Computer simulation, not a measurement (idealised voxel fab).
A process module follows: voxel released beams.
Pictured: cross-section cut, 155 nm wide, on a grid of 5 nm square cells.
A cross-section in this document is a grid of square cells, and it is written down as bands, the top band listed before the ones below it; a band is made up of one or more rows of cells. Look at the band entry: it leads with the top's height and the bottom's height in nm. Then it lists the materials left to right, with a width in nm for each. The word "throughout" on a single material says that material fills the band edge to edge. The word "air" is empty space. Measure heights from 0. That's the level where, below it, the as-received wafer is all one material. The lowest band is bottomless and extends downward; write it as in "0 nm and below". Top row gets the first number, bottom row gets the second, and each row in between changes by the same step: that is how a band width like "30->40" works. Step marked "remains unaltered"? Then no cell in the cross-section changed in it. Listed in "Sealed cavities": every empty space of 8 or more cells without an open way to the top. Form: width x height at distance, the distance being from the left edge, all in nm. Past the settings on a step's line: simulator remark, on that step. On any step carrying a mask, the "overlay nm" setting, if present on the step's line, tells how far right of its planned place the mask lay; negative values point to the left.

-- Planned step list for the process
1) RECEIVE,material Si
2) CONFORMAL_DEP,material SiN,thk nm 10
3) DIRECTIONAL_DEP,material SiO2,thk nm 20
4) MASKED_ETCH,tone open,mask id ANCHOR,width nm 45,etch materials SiO2,depth nm 20,overlay nm 0
5) CONFORMAL_DEP,material polySi,thk nm 15
6) PATTERN,tone cover,mask id BEAM,material resist,width nm 100,thk nm 15,overlay nm 0
7) DIRECTIONAL_ETCH,etch materials polySi,depth nm 15
8) STRIP,etch materials resist
9) STRIP,etch materials SiO2

-- What follows covers the first of two wafers; it ran as planned

-- This is the cross-section of the wafer as we received it, i.e. after step 1
* 0 nm and below  Si throughout
* Sealed cavities: none

-- Wafer xsec, post step 2
* 10 nm to 0 nm  SiN throughout
* Unchanged below 0.

-- Wafer xsec, post step 3
* 30 nm to 10 nm  SiO2 throughout
* Unchanged below 10.

-- Wafer xsec, post step 4
* 30 nm to 10 nm  SiO2=30 | air=45 | SiO2=80
* Unchanged below 10.

-- Wafer xsec, post step 5
* 45 nm to 30 nm  polySi=45 | air=15 | polySi=95
* 30 nm to 25 nm  SiO2=30 | polySi=15 | air=15 | polySi=15 | SiO2=80
* 25 nm to 10 nm  SiO2=30 | polySi=45 | SiO2=80
* Unchanged below 10.

-- Wafer xsec, post step 6
* 60 nm to 45 nm  air=25 | resist=100 | air=30
* 45 nm to 30 nm  polySi=45 | resist=15 | polySi=95
* 30 nm to 25 nm  SiO2=30 | polySi=15 | resist=15 | polySi=15 | SiO2=80
* Unchanged below 25.

-- Wafer xsec, post step 7
* 60 nm to 45 nm  air=25 | resist=100 | air=30
* 45 nm to 30 nm  air=25 | polySi=20 | resist=15 | polySi=65 | air=30
* Unchanged below 30.

-- Wafer xsec, post step 8
* 45 nm to 30 nm  air=25 | polySi=20 | air=15 | polySi=65 | air=30
* 30 nm to 25 nm  SiO2=30 | polySi=15 | air=15 | polySi=15 | SiO2=80
* Unchanged below 25.

-- Wafer xsec, post step 9
* 45 nm to 30 nm  air=25 | polySi=20 | air=15 | polySi=65 | air=30
* 30 nm to 25 nm  air=30 | polySi=15 | air=15 | polySi=15 | air=80
* 25 nm to 10 nm  air=30 | polySi=45 | air=80
* Unchanged below 10.

-- The second wafer began exactly as the first did and followed the same plan, but one mistake was made while running it; through step 1 inclusive, the two wafers are identical

-- Cross-section, second wafer, at the end time the plan gives for step 2
* 10 nm to 0 nm  polySi throughout
* Unchanged below 0.

-- Cross-section, second wafer, at the end time the plan gives for step 3
* 30 nm to 10 nm  SiO2 throughout
* Unchanged below 10.

-- Cross-section, second wafer, at the end time the plan gives for step 4
* 30 nm to 10 nm  SiO2=30 | air=45 | SiO2=80
* Unchanged below 10.

-- Cross-section, second wafer, at the end time the plan gives for step 5
* 45 nm to 30 nm  polySi=45 | air=15 | polySi=95
* 30 nm to 25 nm  SiO2=30 | polySi=15 | air=15 | polySi=15 | SiO2=80
* 25 nm to 10 nm  SiO2=30 | polySi=45 | SiO2=80
* Unchanged below 10.

-- Cross-section, second wafer, at the end time the plan gives for step 6
* 60 nm to 45 nm  air=25 | resist=100 | air=30
* 45 nm to 30 nm  polySi=45 | resist=15 | polySi=95
* 30 nm to 25 nm  SiO2=30 | polySi=15 | resist=15 | polySi=15 | SiO2=80
* Unchanged below 25.

-- Cross-section, second wafer, at the end time the plan gives for step 7
* 60 nm to 45 nm  air=25 | resist=100 | air=30
* 45 nm to 30 nm  air=25 | polySi=20 | resist=15 | polySi=65 | air=30
* Unchanged below 30.

-- Cross-section, second wafer, at the end time the plan gives for step 8
* 45 nm to 30 nm  air=25 | polySi=20 | air=15 | polySi=65 | air=30
* 30 nm to 25 nm  SiO2=30 | polySi=15 | air=15 | polySi=15 | SiO2=80
* Unchanged below 25.

-- Cross-section, second wafer, at the end time the plan gives for step 9
* 45 nm to 30 nm  air=25 | polySi=20 | air=15 | polySi=65 | air=30
* 30 nm to 25 nm  air=30 | polySi=15 | air=15 | polySi=15 | air=80
* 25 nm to 10 nm  air=30 | polySi=45 | air=80
* Unchanged below 10.
It is concluded that the wafer was processed incorrectly with respect to the plan, in that rather than as planned, step 2 actually ran as CONFORMAL_DEP,material polySi,thk nm 10
Final wafer comparison in cells, second versus first, more or fewer per material: -62 SiN; +62 polySi
